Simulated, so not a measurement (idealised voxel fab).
Title: Process Module voxel local oxidation
Displayed cross-section: cut, width of 160 nm, square cells sized 5 nm.
A cross-section is a grid of square cells, given in bands from the top down. A band is one or more rows of cells.
The entry gives the band's vertical extent as a top height and a bottom height in nm, then its horizontal make-up as materials from left to right, each with a width in nm. "blank" stands for empty space; a single material marked "full width" fills the band edge to edge.
A quick word on heights: they are counted from 0, and under that level the wafer as it came to us is one material throughout. The lowest band is different from the rest in having no bottom; it simply continues downward, written as in "0 -> down".
Note: "30 to 40" means the width goes from the first number (top row of the band) to the second number (bottom row) in equal steps per row of cells.
For the purposes of this document, the phrase "nothing changed" attached to a step denotes that no cell within the cross-section was modified by that step.
"Enclosed void entries": empty spaces of 8 cells or more with no open way to the top, each given as width x height at distance, distance from the left edge, all in nm.
Past the settings on a step's line: simulator remark, on that step.
Among the settings permitted on a step's line is "overlay nm"; applied to a step with a mask, it specifies the extent to which the mask lay to the right of its planned position, whereas a negative figure signifies a position to the left.

# So here's the lineup of process steps we planned
| 1 | RECEIVE,material Si |
| 2 | CONFORMAL_DEP,material SiO2,thk nm 5 |
| 3 | CONFORMAL_DEP,material SiN,thk nm 15 |
| 4 | DIRECTIONAL_DEP,material aC,thk nm 15 |
| 5 | PATTERN,tone cover,mask id ACTIVE,material resist,width nm 90,thk nm 30,overlay nm 0 |
| 6 | DIRECTIONAL_ETCH,etch materials aC,depth nm 15 |
| 7 | STRIP,etch materials resist |
| 8 | DIRECTIONAL_ETCH,etch materials SiN,depth nm 15 |
| 9 | STRIP,etch materials aC |
| 10 | SELECTIVE_ETCH,etch materials SiO2,depth nm 5 |
| 11 | OXIDIZE,depth nm 10 |
| 12 | STRIP,etch materials SiN |
Quick note for whoever runs this: the wafers start identical, but the width nm at step 5 isn't the same across them. The plan just shows what the first wafer had.

# Cross-section of the first of several wafers as received (after step 1)
> 0 -> down = Si full width
> Enclosed void entries: none

# First of several wafers: cross-section at the end of the module, after step 12, its last step
> 5 -> 0 = 40 of blank, 80 of SiO2, 40 of blank
> 0 -> -10 = 50 of SiO2, 60 of Si, 50 of SiO2
> -10 -> down = Si full width
> Enclosed void entries: none

# Final wafer cross-section at module end
> 5 -> 0 = 30 of blank, 105 of SiO2, 25 of blank
> 0 -> -10 = 40 of SiO2, 85 of Si, 35 of SiO2
> -10 -> down = Si full width
> Enclosed void entries: none

# Here is how to read the rows: every wafer has a row, and it shows the wafer at the end of the module, giving for each material how many cells were gained (+) or lost (-) since the wafer was received, then listing its closed voids
width nm 90 | -40 Si | +56 SiO2 | Enclosed void entries: none
width nm 95 | -38 Si | +55 SiO2 | Enclosed void entries: none
width nm 100 | -36 Si | +54 SiO2 | Enclosed void entries: none
width nm 105 | -34 Si | +53 SiO2 | Enclosed void entries: none
width nm 110 | -32 Si | +52 SiO2 | Enclosed void entries: none
width nm 115 | -30 Si | +51 SiO2 | Enclosed void entries: none
